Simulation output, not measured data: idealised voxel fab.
process module | voxel gate over fins
cross-section cut | 150 nm wide | cells 5 nm
A cross-section is a grid of square cells, given in bands from the top down. A band is one or more rows of cells.
Each band's line starts with the height of the band's top and of its bottom, in nm. Then come its materials from left to right, each with its width in nm. One material with "throughout" fills the band from edge to edge. "air" is empty space.
Height 0 is the level under which the wafer as received is all one material. The lowest band goes on downwards, as in "0 down".
A width such as "30 to 40" changes by the same amount from each row of cells to the next, from the band's top row to its bottom row.
"no change" after a step means that no cell of the cross-section changed.
closed voids: empty space of 8 cells or more with no open way to the top, each as width x height at its distance from the left edge, in nm
after a step's settings: what the simulator itself notes on the step
overlay nm, on a step with a mask: how far to the right of its planned place the mask lay; to the left if negative
plan
1 op RECEIVE | material Si
2 op CONFORMAL_DEP | material SiN | thk nm 5
3 op MASKED_ETCH | tone cover | mask id FINS | width nm 15 | pitch nm 45 | etch materials SiN | depth nm 5 | overlay nm 0
4 op MASKED_ETCH | tone cover | mask id FINS | width nm 15 | pitch nm 45 | etch materials Si | depth nm 30 | overlay nm 0
5 op OXIDIZE | depth nm 5
6 op FILL_DEP | material SiO2 | thk nm 10
7 op CMP | height nm 5
8 op SELECTIVE_ETCH | etch materials SiO2 | depth nm 15
9 op STRIP | etch materials SiN
10 op CONFORMAL_DEP | material HfO2 | thk nm 5
11 op CONFORMAL_DEP | material TiN | thk nm 5
12 op FILL_DEP | material W | thk nm 15
13 op CMP | height nm 20
14 op CONFORMAL_DEP | material SiCN | thk nm 10
as received, after step 1
  0 down: Si throughout
  closed voids: none
a wafer at the end: this start, this plan, one mistake
  30 to 20: SiCN throughout
  20 to 10: W throughout
  10 to 5: W 35 | TiN 35 | W 10 | TiN 35 | W 35
  5 to 0: W 35 | TiN 5 | HfO2 25 | TiN 5 | W 10 | TiN 5 | HfO2 25 | TiN 5 | W 35
  0 to -5: TiN 40 | HfO2 5 | Si 15 | HfO2 5 | TiN 20 | HfO2 5 | Si 15 | HfO2 5 | TiN 40
  -5 to -10: HfO2 45 | Si 15 | HfO2 30 | Si 15 | HfO2 45
  -10 to -35: SiO2 45 | Si 15 | SiO2 30 | Si 15 | SiO2 45
  -35 down: Si throughout
  closed voids: none
what went wrong: step 3 ran as: op MASKED_ETCH | tone cover | mask id FINS | width nm 25 | pitch nm 45 | etch materials SiN | depth nm 5 | overlay nm 0
